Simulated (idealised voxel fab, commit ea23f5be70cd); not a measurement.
process module | voxel gate over fins
cross-section cut | 235 nm wide | cells 5 nm
A cross-section is a grid of square cells, given in bands from the top down. A band is one or more rows of cells.
Each band's line starts with the height of the band's top and of its bottom, in nm. Then come its materials from left to right, each with its width in nm. One material with "throughout" fills the band from edge to edge. "air" is empty space.
Height 0 is the level under which the wafer as received is all one material. The lowest band goes on downwards, as in "0 down".
A width such as "30 to 40" changes by the same amount from each row of cells to the next, from the band's top row to its bottom row.
"no change" after a step means that no cell of the cross-section changed.
closed voids: empty space of 8 cells or more with no open way to the top, each as width x height at its distance from the left edge, in nm
after a step's settings: what the simulator itself notes on the step
overlay nm, on a step with a mask: how far to the right of its planned place the mask lay; to the left if negative
plan
1 op RECEIVE | material Si
2 op CONFORMAL_DEP | material SiN | thk nm 10
3 op DIRECTIONAL_DEP | material aC | thk nm 15
4 op PATTERN | tone cover | mask id FINS | material resist | width nm 15 | pitch nm 45 | thk nm 35 | overlay nm 0
5 op DIRECTIONAL_ETCH | etch materials aC | depth nm 15
6 op STRIP | etch materials resist
7 op DIRECTIONAL_ETCH | etch materials SiN | depth nm 10
8 op DIRECTIONAL_ETCH | etch materials Si | depth nm 40
9 op STRIP | etch materials aC
10 op OXIDIZE | depth nm 5
11 op FILL_DEP | material SiO2 | thk nm 5
12 op CMP | height nm 10
13 op SELECTIVE_ETCH | etch materials SiO2 | depth nm 20
14 op STRIP | etch materials SiN
15 op CONFORMAL_DEP | material HfO2 | thk nm 5
16 op CONFORMAL_DEP | material TiN | thk nm 5
17 op FILL_DEP | material W | thk nm 10
18 op CMP | height nm 15
19 op CONFORMAL_DEP | material SiN | thk nm 10
as received, after step 1
  0 down: Si throughout
  closed voids: none
first wafer at the end, as planned
  25 to 15: SiN throughout
  15 to 10: W throughout
  10 to 5: W 80 | TiN 25 | W 20 | TiN 25 | W 85
  5 to 0: W 80 | TiN 5 | HfO2 15 | TiN 5 | W 20 | TiN 5 | HfO2 15 | TiN 5 | W 85
  0 to -5: TiN 85 | HfO2 5 | Si 5 | HfO2 5 | TiN 30 | HfO2 5 | Si 5 | HfO2 5 | TiN 90
  -5 to -10: HfO2 90 | Si 5 | HfO2 40 | Si 5 | HfO2 95
  -10 to -45: SiO2 90 | Si 5 | SiO2 40 | Si 5 | SiO2 95
  -45 down: Si throughout
  closed voids: none
second wafer at the end: like start, like plan, one mistake
  25 to 15: SiN throughout
  15 to 5: W throughout
  5 to 0: W 85 | TiN 15 | W 30 | TiN 15 | W 90
  0 to -5: W 85 | TiN 5 | Si 5 | TiN 5 | W 30 | TiN 5 | Si 5 | TiN 5 | W 90
  -5 to -10: TiN 90 | Si 5 | TiN 40 | Si 5 | TiN 95
  -10 to -45: SiO2 90 | Si 5 | SiO2 40 | Si 5 | SiO2 95
  -45 down: Si throughout
  closed voids: none
what went wrong: step 15 was left out
at the end the second wafer has, in cells: 55 fewer of HfO2 | 55 more of W
